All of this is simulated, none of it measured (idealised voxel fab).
Module name: voxel self aligned vias (process module)
cross-section cut | 275 nm wide | cells 5 nm
A cross-section is written here as square cells arranged in a grid, and it is given in bands from the top down, each band taking up one or more rows of cells. Each band's line starts with the height of the band's top and of its bottom, in nm. Then come its materials from left to right, each with its width in nm. One material with "all across" fills the band from edge to edge. "air" is empty space. Height datum 0, below which the as-received substrate wafer is one material. Lowest band open at the bottom, running downward: "0 -> down". Think of "30..40" as a width that walks from the first number to the second as you go down the band, top row to bottom row, taking equal-sized steps from row to row. What does "left unchanged" mean for a step? It means no cell of the cross-section changed in that step. Look at "Tabulated closed voids" for the closed voids: empty spaces with no open path to the top, sized 8 cells or up. Each is width x height at distance, distance from the left edge, all nm. If you see something after the settings on a step's line, that's the simulator's own remark about that step. The optional step-line setting "overlay nm" applies to steps with a mask and quantifies how far to the right of its planned location the mask lay, a negative value indicating leftward placement.
## List of planned process steps
1: RECEIVE with material Si
2: CONFORMAL_DEP with material SiO2, thk nm 15
3: CONFORMAL_DEP with material SiCN, thk nm 5
4: DIRECTIONAL_DEP with material SiO2, thk nm 25
5: PATTERN with tone open, mask id LINES, material resist, width nm 25, pitch nm 75, thk nm 15, overlay nm 0
6: DIRECTIONAL_ETCH with etch materials SiO2, depth nm 25
7: STRIP with etch materials resist
8: CONFORMAL_DEP with material TiN, thk nm 5
9: FILL_DEP with material Ru, thk nm 10
10: CMP with height nm 45
11: SELECTIVE_ETCH with etch materials W Ru TiN, depth nm 10
12: FILL_DEP with material SiN, thk nm 5
13: CMP with height nm 45
14: DIRECTIONAL_DEP with material SiO2, thk nm 15
15: PATTERN with tone open, mask id VIAS, material resist, width nm 45, pitch nm 150, thk nm 20, overlay nm 0
16: DIRECTIONAL_ETCH with etch materials SiO2, depth nm 15
17: DIRECTIONAL_ETCH with etch materials SiN, depth nm 10
18: STRIP with etch materials resist
19: CONFORMAL_DEP with material TiN, thk nm 5
20: FILL_DEP with material W, thk nm 5
21: CMP with height nm 60
22: CONFORMAL_DEP with material SiN, thk nm 5
## First of the two wafers, run per plan
## Delivered wafer in cross-section: state after step 1
	0 -> down: Si all across
	Tabulated closed voids: none
## Wafer after step 2 (cross-section)
	15 -> 0: SiO2 all across
	Nothing below the height 0 has changed.
## Wafer after step 3 (cross-section)
	20 -> 15: SiCN all across
	Nothing below the height 15 has changed.
## Wafer after step 4 (cross-section)
	45 -> 20: SiO2 all across
	Nothing below the height 20 has changed.
## Wafer after step 5 (cross-section)
	60 -> 45: resist: 50 | air: 25 | resist: 50 | air: 25 | resist: 50 | air: 25 | resist: 50
	Nothing below the height 45 has changed.
## Wafer after step 6 (cross-section)
	60 -> 45: resist: 50 | air: 25 | resist: 50 | air: 25 | resist: 50 | air: 25 | resist: 50
	45 -> 20: SiO2: 50 | air: 25 | SiO2: 50 | air: 25 | SiO2: 50 | air: 25 | SiO2: 50
	Nothing below the height 20 has changed.
## Wafer after step 7 (cross-section)
	45 -> 20: SiO2: 50 | air: 25 | SiO2: 50 | air: 25 | SiO2: 50 | air: 25 | SiO2: 50
	Nothing below the height 20 has changed.
## Wafer after step 8 (cross-section)
	50 -> 45: TiN: 55 | air: 15 | TiN: 60 | air: 15 | TiN: 60 | air: 15 | TiN: 55
	45 -> 25: SiO2: 50 | TiN: 5 | air: 15 | TiN: 5 | SiO2: 50 | TiN: 5 | air: 15 | TiN: 5 | SiO2: 50 | TiN: 5 | air: 15 | TiN: 5 | SiO2: 50
	25 -> 20: SiO2: 50 | TiN: 25 | SiO2: 50 | TiN: 25 | SiO2: 50 | TiN: 25 | SiO2: 50
	Nothing below the height 20 has changed.
## Wafer after step 9 (cross-section)
	60 -> 50: Ru all across
	50 -> 45: TiN: 55 | Ru: 15 | TiN: 60 | Ru: 15 | TiN: 60 | Ru: 15 | TiN: 55
	45 -> 25: SiO2: 50 | TiN: 5 | Ru: 15 | TiN: 5 | SiO2: 50 | TiN: 5 | Ru: 15 | TiN: 5 | SiO2: 50 | TiN: 5 | Ru: 15 | TiN: 5 | SiO2: 50
	Nothing below the height 25 has changed.
## Wafer after step 10 (cross-section)
	45 -> 25: SiO2: 50 | TiN: 5 | Ru: 15 | TiN: 5 | SiO2: 50 | TiN: 5 | Ru: 15 | TiN: 5 | SiO2: 50 | TiN: 5 | Ru: 15 | TiN: 5 | SiO2: 50
	Nothing below the height 25 has changed.
## Wafer after step 11 (cross-section)
	45 -> 35: SiO2: 50 | air: 25 | SiO2: 50 | air: 25 | SiO2: 50 | air: 25 | SiO2: 50
	Nothing below the height 35 has changed.
## Wafer after step 12 (cross-section)
	50 -> 45: SiN all across
	45 -> 35: SiO2: 50 | SiN: 25 | SiO2: 50 | SiN: 25 | SiO2: 50 | SiN: 25 | SiO2: 50
	Nothing below the height 35 has changed.
## Wafer after step 13 (cross-section)
	45 -> 35: SiO2: 50 | SiN: 25 | SiO2: 50 | SiN: 25 | SiO2: 50 | SiN: 25 | SiO2: 50
	Nothing below the height 35 has changed.
## Wafer after step 14 (cross-section)
	60 -> 45: SiO2 all across
	Nothing below the height 45 has changed.
## Wafer after step 15 (cross-section)
	80 -> 60: resist: 40 | air: 45 | resist: 105 | air: 45 | resist: 40
	Nothing below the height 60 has changed.
## Wafer after step 16 (cross-section)
	80 -> 60: resist: 40 | air: 45 | resist: 105 | air: 45 | resist: 40
	60 -> 45: SiO2: 40 | air: 45 | SiO2: 105 | air: 45 | SiO2: 40
	Nothing below the height 45 has changed.
## Wafer after step 17 (cross-section)
	80 -> 60: resist: 40 | air: 45 | resist: 105 | air: 45 | resist: 40
	60 -> 45: SiO2: 40 | air: 45 | SiO2: 105 | air: 45 | SiO2: 40
	45 -> 35: SiO2: 50 | air: 25 | SiO2: 50 | SiN: 25 | SiO2: 50 | air: 25 | SiO2: 50
	Nothing below the height 35 has changed.
## Wafer after step 18 (cross-section)
	60 -> 45: SiO2: 40 | air: 45 | SiO2: 105 | air: 45 | SiO2: 40
	Nothing below the height 45 has changed.
## Wafer after step 19 (cross-section)
	65 -> 60: TiN: 45 | air: 35 | TiN: 115 | air: 35 | TiN: 45
	60 -> 50: SiO2: 40 | TiN: 5 | air: 35 | TiN: 5 | SiO2: 105 | TiN: 5 | air: 35 | TiN: 5 | SiO2: 40
	50 -> 45: SiO2: 40 | TiN: 15 | air: 15 | TiN: 15 | SiO2: 105 | TiN: 15 | air: 15 | TiN: 15 | SiO2: 40
	45 -> 40: SiO2: 50 | TiN: 5 | air: 15 | TiN: 5 | SiO2: 50 | SiN: 25 | SiO2: 50 | TiN: 5 | air: 15 | TiN: 5 | SiO2: 50
	40 -> 35: SiO2: 50 | TiN: 25 | SiO2: 50 | SiN: 25 | SiO2: 50 | TiN: 25 | SiO2: 50
	Nothing below the height 35 has changed.
## Wafer after step 20 (cross-section)
	70 -> 65: W all across
	65 -> 60: TiN: 45 | W: 35 | TiN: 115 | W: 35 | TiN: 45
	60 -> 50: SiO2: 40 | TiN: 5 | W: 35 | TiN: 5 | SiO2: 105 | TiN: 5 | W: 35 | TiN: 5 | SiO2: 40
	50 -> 45: SiO2: 40 | TiN: 15 | W: 15 | TiN: 15 | SiO2: 105 | TiN: 15 | W: 15 | TiN: 15 | SiO2: 40
	45 -> 40: SiO2: 50 | TiN: 5 | W: 15 | TiN: 5 | SiO2: 50 | SiN: 25 | SiO2: 50 | TiN: 5 | W: 15 | TiN: 5 | SiO2: 50
	Nothing below the height 40 has changed.
## Wafer after step 21 (cross-section)
	60 -> 50: SiO2: 40 | TiN: 5 | W: 35 | TiN: 5 | SiO2: 105 | TiN: 5 | W: 35 | TiN: 5 | SiO2: 40
	Nothing below the height 50 has changed.
## Wafer after step 22 (cross-section)
	65 -> 60: SiN all across
	Nothing below the height 60 has changed.
## The Second Wafer: Common Origin and Plan, One Mistake in Execution, Identical to the First Through Step 1
## Cross-sectional representation of the second wafer at the time designated in the plan for the completion of step 2
	5 -> 0: SiCN all across
	Nothing below the height 0 has changed.
## Cross-sectional representation of the second wafer at the time designated in the plan for the completion of step 3
	20 -> 5: SiO2 all across
	Nothing below the height 5 has changed.
## Cross-sectional representation of the second wafer at the time designated in the plan for the completion of step 4
	45 -> 5: SiO2 all across
	Nothing below the height 5 has changed.
## Cross-sectional representation of the second wafer at the time designated in the plan for the completion of step 5
	60 -> 45: resist: 50 | air: 25 | resist: 50 | air: 25 | resist: 50 | air: 25 | resist: 50
	Nothing below the height 45 has changed.
## Cross-sectional representation of the second wafer at the time designated in the plan for the completion of step 6
	60 -> 45: resist: 50 | air: 25 | resist: 50 | air: 25 | resist: 50 | air: 25 | resist: 50
	45 -> 20: SiO2: 50 | air: 25 | SiO2: 50 | air: 25 | SiO2: 50 | air: 25 | SiO2: 50
	Nothing below the height 20 has changed.
## Cross-sectional representation of the second wafer at the time designated in the plan for the completion of step 7
	45 -> 20: SiO2: 50 | air: 25 | SiO2: 50 | air: 25 | SiO2: 50 | air: 25 | SiO2: 50
	Nothing below the height 20 has changed.
## Cross-sectional representation of the second wafer at the time designated in the plan for the completion of step 8
	50 -> 45: TiN: 55 | air: 15 | TiN: 60 | air: 15 | TiN: 60 | air: 15 | TiN: 55
	45 -> 25: SiO2: 50 | TiN: 5 | air: 15 | TiN: 5 | SiO2: 50 | TiN: 5 | air: 15 | TiN: 5 | SiO2: 50 | TiN: 5 | air: 15 | TiN: 5 | SiO2: 50
	25 -> 20: SiO2: 50 | TiN: 25 | SiO2: 50 | TiN: 25 | SiO2: 50 | TiN: 25 | SiO2: 50
	Nothing below the height 20 has changed.
## Cross-sectional representation of the second wafer at the time designated in the plan for the completion of step 9
	60 -> 50: Ru all across
	50 -> 45: TiN: 55 | Ru: 15 | TiN: 60 | Ru: 15 | TiN: 60 | Ru: 15 | TiN: 55
	45 -> 25: SiO2: 50 | TiN: 5 | Ru: 15 | TiN: 5 | SiO2: 50 | TiN: 5 | Ru: 15 | TiN: 5 | SiO2: 50 | TiN: 5 | Ru: 15 | TiN: 5 | SiO2: 50
	Nothing below the height 25 has changed.
## Cross-sectional representation of the second wafer at the time designated in the plan for the completion of step 10
	45 -> 25: SiO2: 50 | TiN: 5 | Ru: 15 | TiN: 5 | SiO2: 50 | TiN: 5 | Ru: 15 | TiN: 5 | SiO2: 50 | TiN: 5 | Ru: 15 | TiN: 5 | SiO2: 50
	Nothing below the height 25 has changed.
## Cross-sectional representation of the second wafer at the time designated in the plan for the completion of step 11
	45 -> 35: SiO2: 50 | air: 25 | SiO2: 50 | air: 25 | SiO2: 50 | air: 25 | SiO2: 50
	Nothing below the height 35 has changed.
## Cross-sectional representation of the second wafer at the time designated in the plan for the completion of step 12
	50 -> 45: SiN all across
	45 -> 35: SiO2: 50 | SiN: 25 | SiO2: 50 | SiN: 25 | SiO2: 50 | SiN: 25 | SiO2: 50
	Nothing below the height 35 has changed.
## Cross-sectional representation of the second wafer at the time designated in the plan for the completion of step 13
	45 -> 35: SiO2: 50 | SiN: 25 | SiO2: 50 | SiN: 25 | SiO2: 50 | SiN: 25 | SiO2: 50
	Nothing below the height 35 has changed.
## Cross-sectional representation of the second wafer at the time designated in the plan for the completion of step 14
	60 -> 45: SiO2 all across
	Nothing below the height 45 has changed.
## Cross-sectional representation of the second wafer at the time designated in the plan for the completion of step 15
	80 -> 60: resist: 40 | air: 45 | resist: 105 | air: 45 | resist: 40
	Nothing below the height 60 has changed.
## Cross-sectional representation of the second wafer at the time designated in the plan for the completion of step 16
	80 -> 60: resist: 40 | air: 45 | resist: 105 | air: 45 | resist: 40
	60 -> 45: SiO2: 40 | air: 45 | SiO2: 105 | air: 45 | SiO2: 40
	Nothing below the height 45 has changed.
## Cross-sectional representation of the second wafer at the time designated in the plan for the completion of step 17
	80 -> 60: resist: 40 | air: 45 | resist: 105 | air: 45 | resist: 40
	60 -> 45: SiO2: 40 | air: 45 | SiO2: 105 | air: 45 | SiO2: 40
	45 -> 35: SiO2: 50 | air: 25 | SiO2: 50 | SiN: 25 | SiO2: 50 | air: 25 | SiO2: 50
	Nothing below the height 35 has changed.
## Cross-sectional representation of the second wafer at the time designated in the plan for the completion of step 18
	60 -> 45: SiO2: 40 | air: 45 | SiO2: 105 | air: 45 | SiO2: 40
	Nothing below the height 45 has changed.
## Cross-sectional representation of the second wafer at the time designated in the plan for the completion of step 19
	65 -> 60: TiN: 45 | air: 35 | TiN: 115 | air: 35 | TiN: 45
	60 -> 50: SiO2: 40 | TiN: 5 | air: 35 | TiN: 5 | SiO2: 105 | TiN: 5 | air: 35 | TiN: 5 | SiO2: 40
	50 -> 45: SiO2: 40 | TiN: 15 | air: 15 | TiN: 15 | SiO2: 105 | TiN: 15 | air: 15 | TiN: 15 | SiO2: 40
	45 -> 40: SiO2: 50 | TiN: 5 | air: 15 | TiN: 5 | SiO2: 50 | SiN: 25 | SiO2: 50 | TiN: 5 | air: 15 | TiN: 5 | SiO2: 50
	40 -> 35: SiO2: 50 | TiN: 25 | SiO2: 50 | SiN: 25 | SiO2: 50 | TiN: 25 | SiO2: 50
	Nothing below the height 35 has changed.
## Cross-sectional representation of the second wafer at the time designated in the plan for the completion of step 20
	70 -> 65: W all across
	65 -> 60: TiN: 45 | W: 35 | TiN: 115 | W: 35 | TiN: 45
	60 -> 50: SiO2: 40 | TiN: 5 | W: 35 | TiN: 5 | SiO2: 105 | TiN: 5 | W: 35 | TiN: 5 | SiO2: 40
	50 -> 45: SiO2: 40 | TiN: 15 | W: 15 | TiN: 15 | SiO2: 105 | TiN: 15 | W: 15 | TiN: 15 | SiO2: 40
	45 -> 40: SiO2: 50 | TiN: 5 | W: 15 | TiN: 5 | SiO2: 50 | SiN: 25 | SiO2: 50 | TiN: 5 | W: 15 | TiN: 5 | SiO2: 50
	Nothing below the height 40 has changed.
## Cross-sectional representation of the second wafer at the time designated in the plan for the completion of step 21
	60 -> 50: SiO2: 40 | TiN: 5 | W: 35 | TiN: 5 | SiO2: 105 | TiN: 5 | W: 35 | TiN: 5 | SiO2: 40
	Nothing below the height 50 has changed.
## Cross-sectional representation of the second wafer at the time designated in the plan for the completion of step 22
	65 -> 60: SiN all across
	Nothing below the height 60 has changed.
Nonconformance to the process plan: steps 2 and 3 got flipped, so each one ran where the other should have
Final state: per-material cell counts identical on both wafers; locations differ.
